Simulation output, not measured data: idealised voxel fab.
The following is a process module called voxel released beams.
Shown is cross-section cut, with a width of 195 nm and square cells of size 5 nm.
Cross-section layout: square cells on a grid; listed as bands, top to bottom; a band spans one or more cell rows. Each band's line starts with the height of the band's top and of its bottom, in nm. Then come its materials from left to right, each with its width in nm. One material with "everywhere" fills the band from edge to edge. "blank" is empty space. The reference from which all heights are counted is 0, the level beneath which the as-received wafer is entirely one material; the lowest band, having no lower bound, proceeds downward and is written after the example "0 -> down". Top row gets the first number, bottom row gets the second, and each row in between changes by the same step: that is how a band width like "30..40" works. "same as before" after a step means that no cell of the cross-section changed. Entry "Enclosed empty spaces". Content: empty spaces with no open connection to the top, size 8 cells or greater. Each: width x height at distance. Distance: from left edge. Unit: nm. Heads up: the bit after the settings on a step's line is the simulator's remark on that step. For masked steps, "overlay nm" on the step line gives how far right of plan the mask actually lay; a minus sign means it lay to the left.
Planned step list for the process:
1. RECEIVE [material Si]
2. CONFORMAL_DEP [material SiN] [thk nm 10]
3. DIRECTIONAL_DEP [material SiO2] [thk nm 10]
4. DIRECTIONAL_DEP [material aC] [thk nm 10]
5. PATTERN [tone open] [mask id ANCHOR] [material resist] [width nm 45] [thk nm 25] [overlay nm 0]
6. DIRECTIONAL_ETCH [etch materials aC] [depth nm 10]
7. STRIP [etch materials resist]
8. DIRECTIONAL_ETCH [etch materials SiO2] [depth nm 10]
9. STRIP [etch materials aC]
10. CONFORMAL_DEP [material polySi] [thk nm 15]
11. DIRECTIONAL_DEP [material aC] [thk nm 15]
12. PATTERN [tone cover] [mask id BEAM] [material resist] [width nm 100] [thk nm 30] [overlay nm 0]
13. DIRECTIONAL_ETCH [etch materials aC] [depth nm 15]
14. STRIP [etch materials resist]
15. DIRECTIONAL_ETCH [etch materials polySi] [depth nm 15]
16. STRIP [etch materials aC]
17. STRIP [etch materials SiO2]
As-received wafer cross-section (after step 1):
	0 -> down | Si everywhere
	Enclosed empty spaces: none
first wafer at the end, as planned:
	35 -> 25 | 45 nm blank, then 20 nm polySi, then 15 nm blank, then 65 nm polySi, then 50 nm blank
	25 -> 20 | 45 nm blank, then 100 nm polySi, then 50 nm blank
	20 -> 10 | 50 nm blank, then 45 nm polySi, then 100 nm blank
	10 -> 0 | SiN everywhere
	0 -> down | Si everywhere
	Enclosed empty spaces: none
What the second wafer looks like in cross-section once the module is done. Its start and its plan matched the first wafer's exactly; what differed was one mistake in how it was run:
	25 -> 15 | 45 nm blank, then 20 nm polySi, then 15 nm blank, then 65 nm polySi, then 50 nm blank
	15 -> 10 | 45 nm blank, then 100 nm polySi, then 50 nm blank
	10 -> 0 | 50 nm blank, then 45 nm polySi, then 100 nm blank
	0 -> down | Si everywhere
	Enclosed empty spaces: none
What was the processing mistake? execution of step 2 of the plan did not take place, the step having been omitted
The closing comparison, in cells, has the second wafer with more or fewer of some materials than the first: SiN: 78 fewer
